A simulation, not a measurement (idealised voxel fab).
The following is a process module called voxel gate over fins.
The cross-section on display is named cut; it measures 235 nm wide, and its cells are 5 nm squares.
Each cross-section below is a grid of square cells, stated as bands in top-down order, with one or more rows of cells making up each band.
Top height, bottom height, nm. Materials left to right, width each, nm. Single material + "full width" = fills band edge to edge. "air" = empty.
Convention: height 0 is the level below which the wafer, as received, is all one material. The lowest band does not terminate at the bottom but continues downward, represented as "0 nm and below".
Per-row width for "30 to 40": begins at first number (top row of band), ends at second number (bottom row), increment between rows held constant.
Key: "no modifications" - step with no changed cell in the cross-section.
So "Cavities, sealed" is basically the list of trapped voids: any empty space of 8 cells or more that can't reach the top through an opening. They're written width x height at distance, the distance being from the left edge, and it's all nm.
Past the settings on a step's line: simulator remark, on that step.
What "overlay nm" on a step's line means: if the step has a mask, that mask lay this far to the right of its planned place, or, when the value is negative, to the left.
[The steps planned for the process are as follows]
step 1: RECEIVE, material Si
step 2: CONFORMAL_DEP, material SiN, thk nm 5
step 3: MASKED_ETCH, tone cover, mask id FINS, width nm 15, pitch nm 55, etch materials SiN, depth nm 5, overlay nm 0
step 4: MASKED_ETCH, tone cover, mask id FINS, width nm 15, pitch nm 55, etch materials Si, depth nm 40, overlay nm 0
step 5: OXIDIZE, depth nm 5
step 6: FILL_DEP, material SiO2, thk nm 10
step 7: CMP, height nm 5
step 8: PATTERN, tone open, mask id RAIL, material resist, width nm 15, thk nm 20, overlay nm 0
step 9: DIRECTIONAL_ETCH, etch materials SiO2, depth nm 40
step 10: STRIP, etch materials resist
step 11: CONFORMAL_DEP, material TiN, thk nm 5
step 12: FILL_DEP, material Ru, thk nm 5
step 13: CMP, height nm 5
step 14: SELECTIVE_ETCH, etch materials W Ru TiN, depth nm 25
step 15: FILL_DEP, material SiO2, thk nm 5
step 16: CMP, height nm 5
step 17: SELECTIVE_ETCH, etch materials SiO2, depth nm 15
step 18: STRIP, etch materials SiN
step 19: CONFORMAL_DEP, material HfO2, thk nm 5
step 20: CONFORMAL_DEP, material TiN, thk nm 5
step 21: CONFORMAL_DEP, material TiAl, thk nm 5
step 22: CONFORMAL_DEP, material TiN, thk nm 5
step 23: FILL_DEP, material W, thk nm 15
step 24: CMP, height nm 30
step 25: CONFORMAL_DEP, material SiN, thk nm 5
[The first of two wafers, run as planned]
[Cross-section, incoming material, after step 1]
> 0 nm and below | Si full width
> Cavities, sealed: none
[Take a look at the wafer's cross-section after step 2]
> 5 nm to 0 nm | SiN full width
> Rest of section, below 0: as before.
[Take a look at the wafer's cross-section after step 3]
> 5 nm to 0 nm | air 80 nm  SiN 15 nm  air 40 nm  SiN 15 nm  air 85 nm
> Rest of section, below 0: as before.
[Take a look at the wafer's cross-section after step 4]
> 5 nm to 0 nm | air 80 nm  SiN 15 nm  air 40 nm  SiN 15 nm  air 85 nm
> 0 nm to -40 nm | air 80 nm  Si 15 nm  air 40 nm  Si 15 nm  air 85 nm
> Rest of section, below -40: as before.
[Take a look at the wafer's cross-section after step 5]
> 5 nm to 0 nm | air 80 nm  SiN 15 nm  air 40 nm  SiN 15 nm  air 85 nm
> 0 nm to -40 nm | air 80 nm  SiO2 5 nm  Si 5 nm  SiO2 5 nm  air 40 nm  SiO2 5 nm  Si 5 nm  SiO2 5 nm  air 85 nm
> -40 nm to -45 nm | SiO2 85 nm  Si 5 nm  SiO2 50 nm  Si 5 nm  SiO2 90 nm
> Rest of section, below -45: as before.
[Take a look at the wafer's cross-section after step 6]
> 15 nm to 5 nm | SiO2 full width
> 5 nm to 0 nm | SiO2 80 nm  SiN 15 nm  SiO2 40 nm  SiN 15 nm  SiO2 85 nm
> 0 nm to -45 nm | SiO2 85 nm  Si 5 nm  SiO2 50 nm  Si 5 nm  SiO2 90 nm
> Rest of section, below -45: as before.
[Take a look at the wafer's cross-section after step 7]
> 5 nm to 0 nm | SiO2 80 nm  SiN 15 nm  SiO2 40 nm  SiN 15 nm  SiO2 85 nm
> Rest of section, below 0: as before.
[Take a look at the wafer's cross-section after step 8]
> 25 nm to 5 nm | resist 105 nm  air 15 nm  resist 115 nm
> Rest of section, below 5: as before.
[Take a look at the wafer's cross-section after step 9]
> 25 nm to 5 nm | resist 105 nm  air 15 nm  resist 115 nm
> 5 nm to 0 nm | SiO2 80 nm  SiN 15 nm  SiO2 10 nm  air 15 nm  SiO2 15 nm  SiN 15 nm  SiO2 85 nm
> 0 nm to -35 nm | SiO2 85 nm  Si 5 nm  SiO2 15 nm  air 15 nm  SiO2 20 nm  Si 5 nm  SiO2 90 nm
> Rest of section, below -35: as before.
[Take a look at the wafer's cross-section after step 10]
> 5 nm to 0 nm | SiO2 80 nm  SiN 15 nm  SiO2 10 nm  air 15 nm  SiO2 15 nm  SiN 15 nm  SiO2 85 nm
> Rest of section, below 0: as before.
[Take a look at the wafer's cross-section after step 11]
> 10 nm to 5 nm | TiN 110 nm  air 5 nm  TiN 120 nm
> 5 nm to 0 nm | SiO2 80 nm  SiN 15 nm  SiO2 10 nm  TiN 5 nm  air 5 nm  TiN 5 nm  SiO2 15 nm  SiN 15 nm  SiO2 85 nm
> 0 nm to -30 nm | SiO2 85 nm  Si 5 nm  SiO2 15 nm  TiN 5 nm  air 5 nm  TiN 5 nm  SiO2 20 nm  Si 5 nm  SiO2 90 nm
> -30 nm to -35 nm | SiO2 85 nm  Si 5 nm  SiO2 15 nm  TiN 15 nm  SiO2 20 nm  Si 5 nm  SiO2 90 nm
> Rest of section, below -35: as before.
[Take a look at the wafer's cross-section after step 12]
> 15 nm to 10 nm | Ru full width
> 10 nm to 5 nm | TiN 110 nm  Ru 5 nm  TiN 120 nm
> 5 nm to 0 nm | SiO2 80 nm  SiN 15 nm  SiO2 10 nm  TiN 5 nm  Ru 5 nm  TiN 5 nm  SiO2 15 nm  SiN 15 nm  SiO2 85 nm
> 0 nm to -30 nm | SiO2 85 nm  Si 5 nm  SiO2 15 nm  TiN 5 nm  Ru 5 nm  TiN 5 nm  SiO2 20 nm  Si 5 nm  SiO2 90 nm
> Rest of section, below -30: as before.
[Take a look at the wafer's cross-section after step 13]
> 5 nm to 0 nm | SiO2 80 nm  SiN 15 nm  SiO2 10 nm  TiN 5 nm  Ru 5 nm  TiN 5 nm  SiO2 15 nm  SiN 15 nm  SiO2 85 nm
> Rest of section, below 0: as before.
[Take a look at the wafer's cross-section after step 14]
> 5 nm to 0 nm | SiO2 80 nm  SiN 15 nm  SiO2 10 nm  air 15 nm  SiO2 15 nm  SiN 15 nm  SiO2 85 nm
> 0 nm to -20 nm | SiO2 85 nm  Si 5 nm  SiO2 15 nm  air 15 nm  SiO2 20 nm  Si 5 nm  SiO2 90 nm
> Rest of section, below -20: as before.
[Take a look at the wafer's cross-section after step 15]
> 10 nm to 5 nm | SiO2 full width
> 5 nm to 0 nm | SiO2 80 nm  SiN 15 nm  SiO2 40 nm  SiN 15 nm  SiO2 85 nm
> 0 nm to -20 nm | SiO2 85 nm  Si 5 nm  SiO2 50 nm  Si 5 nm  SiO2 90 nm
> Rest of section, below -20: as before.
[Take a look at the wafer's cross-section after step 16]
> 5 nm to 0 nm | SiO2 80 nm  SiN 15 nm  SiO2 40 nm  SiN 15 nm  SiO2 85 nm
> Rest of section, below 0: as before.
[Take a look at the wafer's cross-section after step 17]
> 5 nm to 0 nm | air 80 nm  SiN 15 nm  air 40 nm  SiN 15 nm  air 85 nm
> 0 nm to -10 nm | air 85 nm  Si 5 nm  air 50 nm  Si 5 nm  air 90 nm
> Rest of section, below -10: as before.
[Take a look at the wafer's cross-section after step 18]
> 0 nm to -10 nm | air 85 nm  Si 5 nm  air 50 nm  Si 5 nm  air 90 nm
> Rest of section, below -10: as before.
[Take a look at the wafer's cross-section after step 19]
> 5 nm to 0 nm | air 80 nm  HfO2 15 nm  air 40 nm  HfO2 15 nm  air 85 nm
> 0 nm to -5 nm | air 80 nm  HfO2 5 nm  Si 5 nm  HfO2 5 nm  air 40 nm  HfO2 5 nm  Si 5 nm  HfO2 5 nm  air 85 nm
> -5 nm to -10 nm | HfO2 85 nm  Si 5 nm  HfO2 50 nm  Si 5 nm  HfO2 90 nm
> Rest of section, below -10: as before.
[Take a look at the wafer's cross-section after step 20]
> 10 nm to 5 nm | air 75 nm  TiN 25 nm  air 30 nm  TiN 25 nm  air 80 nm
> 5 nm to 0 nm | air 75 nm  TiN 5 nm  HfO2 15 nm  TiN 5 nm  air 30 nm  TiN 5 nm  HfO2 15 nm  TiN 5 nm  air 80 nm
> 0 nm to -5 nm | TiN 80 nm  HfO2 5 nm  Si 5 nm  HfO2 5 nm  TiN 40 nm  HfO2 5 nm  Si 5 nm  HfO2 5 nm  TiN 85 nm
> Rest of section, below -5: as before.
[Take a look at the wafer's cross-section after step 21]
> 15 nm to 10 nm | air 70 nm  TiAl 35 nm  air 20 nm  TiAl 35 nm  air 75 nm
> 10 nm to 5 nm | air 70 nm  TiAl 5 nm  TiN 25 nm  TiAl 5 nm  air 20 nm  TiAl 5 nm  TiN 25 nm  TiAl 5 nm  air 75 nm
> 5 nm to 0 nm | TiAl 75 nm  TiN 5 nm  HfO2 15 nm  TiN 5 nm  TiAl 30 nm  TiN 5 nm  HfO2 15 nm  TiN 5 nm  TiAl 80 nm
> Rest of section, below 0: as before.
[Take a look at the wafer's cross-section after step 22]
> 20 nm to 15 nm | air 65 nm  TiN 45 nm  air 10 nm  TiN 45 nm  air 70 nm
> 15 nm to 10 nm | air 65 nm  TiN 5 nm  TiAl 35 nm  TiN 5 nm  air 10 nm  TiN 5 nm  TiAl 35 nm  TiN 5 nm  air 70 nm
> 10 nm to 5 nm | TiN 70 nm  TiAl 5 nm  TiN 25 nm  TiAl 5 nm  TiN 20 nm  TiAl 5 nm  TiN 25 nm  TiAl 5 nm  TiN 75 nm
> Rest of section, below 5: as before.
[Take a look at the wafer's cross-section after step 23]
> 35 nm to 20 nm | W full width
> 20 nm to 15 nm | W 65 nm  TiN 45 nm  W 10 nm  TiN 45 nm  W 70 nm
> 15 nm to 10 nm | W 65 nm  TiN 5 nm  TiAl 35 nm  TiN 5 nm  W 10 nm  TiN 5 nm  TiAl 35 nm  TiN 5 nm  W 70 nm
> Rest of section, below 10: as before.
[Take a look at the wafer's cross-section after step 24]
> 30 nm to 20 nm | W full width
> Rest of section, below 20: as before.
[Take a look at the wafer's cross-section after step 25]
> 35 nm to 30 nm | SiN full width
> Rest of section, below 30: as before.
[Okay, second wafer. Nothing different at the start, nothing different in the plan, just one mistake somewhere in the running. As far as step 15, counting that step, it's the first wafer all over again]
[Cross-sectional representation of the second wafer at the time designated in the plan for the completion of step 16]
> -5 nm to -20 nm | SiO2 85 nm  Si 5 nm  SiO2 50 nm  Si 5 nm  SiO2 90 nm
> Rest of section, below -20: as before.
[Cross-sectional representation of the second wafer at the time designated in the plan for the completion of step 17]
> -5 nm to -20 nm | air 85 nm  Si 5 nm  air 50 nm  Si 5 nm  air 90 nm
> Rest of section, below -20: as before.
Cross-sectional representation of the second wafer at the time designated in the plan for the completion of step 18: no modifications
[Cross-sectional representation of the second wafer at the time designated in the plan for the completion of step 19]
> 0 nm to -5 nm | air 80 nm  HfO2 15 nm  air 40 nm  HfO2 15 nm  air 85 nm
> -5 nm to -15 nm | air 80 nm  HfO2 5 nm  Si 5 nm  HfO2 5 nm  air 40 nm  HfO2 5 nm  Si 5 nm  HfO2 5 nm  air 85 nm
> -15 nm to -20 nm | HfO2 85 nm  Si 5 nm  HfO2 50 nm  Si 5 nm  HfO2 90 nm
> Rest of section, below -20: as before.
[Cross-sectional representation of the second wafer at the time designated in the plan for the completion of step 20]
> 5 nm to 0 nm | air 75 nm  TiN 25 nm  air 30 nm  TiN 25 nm  air 80 nm
> 0 nm to -5 nm | air 75 nm  TiN 5 nm  HfO2 15 nm  TiN 5 nm  air 30 nm  TiN 5 nm  HfO2 15 nm  TiN 5 nm  air 80 nm
> -5 nm to -10 nm | air 75 nm  TiN 5 nm  HfO2 5 nm  Si 5 nm  HfO2 5 nm  TiN 5 nm  air 30 nm  TiN 5 nm  HfO2 5 nm  Si 5 nm  HfO2 5 nm  TiN 5 nm  air 80 nm
> -10 nm to -15 nm | TiN 80 nm  HfO2 5 nm  Si 5 nm  HfO2 5 nm  TiN 40 nm  HfO2 5 nm  Si 5 nm  HfO2 5 nm  TiN 85 nm
> Rest of section, below -15: as before.
[Cross-sectional representation of the second wafer at the time designated in the plan for the completion of step 21]
> 10 nm to 5 nm | air 70 nm  TiAl 35 nm  air 20 nm  TiAl 35 nm  air 75 nm
> 5 nm to 0 nm | air 70 nm  TiAl 5 nm  TiN 25 nm  TiAl 5 nm  air 20 nm  TiAl 5 nm  TiN 25 nm  TiAl 5 nm  air 75 nm
> 0 nm to -5 nm | air 70 nm  TiAl 5 nm  TiN 5 nm  HfO2 15 nm  TiN 5 nm  TiAl 5 nm  air 20 nm  TiAl 5 nm  TiN 5 nm  HfO2 15 nm  TiN 5 nm  TiAl 5 nm  air 75 nm
> -5 nm to -10 nm | TiAl 75 nm  TiN 5 nm  HfO2 5 nm  Si 5 nm  HfO2 5 nm  TiN 5 nm  TiAl 30 nm  TiN 5 nm  HfO2 5 nm  Si 5 nm  HfO2 5 nm  TiN 5 nm  TiAl 80 nm
> Rest of section, below -10: as before.
[Cross-sectional representation of the second wafer at the time designated in the plan for the completion of step 22]
> 15 nm to 10 nm | air 65 nm  TiN 45 nm  air 10 nm  TiN 45 nm  air 70 nm
> 10 nm to 5 nm | air 65 nm  TiN 5 nm  TiAl 35 nm  TiN 5 nm  air 10 nm  TiN 5 nm  TiAl 35 nm  TiN 5 nm  air 70 nm
> 5 nm to 0 nm | air 65 nm  TiN 5 nm  TiAl 5 nm  TiN 25 nm  TiAl 5 nm  TiN 5 nm  air 10 nm  TiN 5 nm  TiAl 5 nm  TiN 25 nm  TiAl 5 nm  TiN 5 nm  air 70 nm
> 0 nm to -5 nm | TiN 70 nm  TiAl 5 nm  TiN 5 nm  HfO2 15 nm  TiN 5 nm  TiAl 5 nm  TiN 20 nm  TiAl 5 nm  TiN 5 nm  HfO2 15 nm  TiN 5 nm  TiAl 5 nm  TiN 75 nm
> Rest of section, below -5: as before.
[Cross-sectional representation of the second wafer at the time designated in the plan for the completion of step 23]
> 30 nm to 15 nm | W full width
> 15 nm to 10 nm | W 65 nm  TiN 45 nm  W 10 nm  TiN 45 nm  W 70 nm
> 10 nm to 5 nm | W 65 nm  TiN 5 nm  TiAl 35 nm  TiN 5 nm  W 10 nm  TiN 5 nm  TiAl 35 nm  TiN 5 nm  W 70 nm
> 5 nm to 0 nm | W 65 nm  TiN 5 nm  TiAl 5 nm  TiN 25 nm  TiAl 5 nm  TiN 5 nm  W 10 nm  TiN 5 nm  TiAl 5 nm  TiN 25 nm  TiAl 5 nm  TiN 5 nm  W 70 nm
> Rest of section, below 0: as before.
Cross-sectional representation of the second wafer at the time designated in the plan for the completion of step 24: no modifications
[Cross-sectional representation of the second wafer at the time designated in the plan for the completion of step 25]
> 35 nm to 30 nm | SiN full width
> Rest of section, below 30: as before.
Error vs. plan: step 16: run off-plan, actual operation and settings CMP, height nm -5
At the finish, the second wafer shows more or fewer cells for some materials than the first does: HfO2 +4; Si -2; SiO2 -90; TiAl +4; TiN +8; W +76
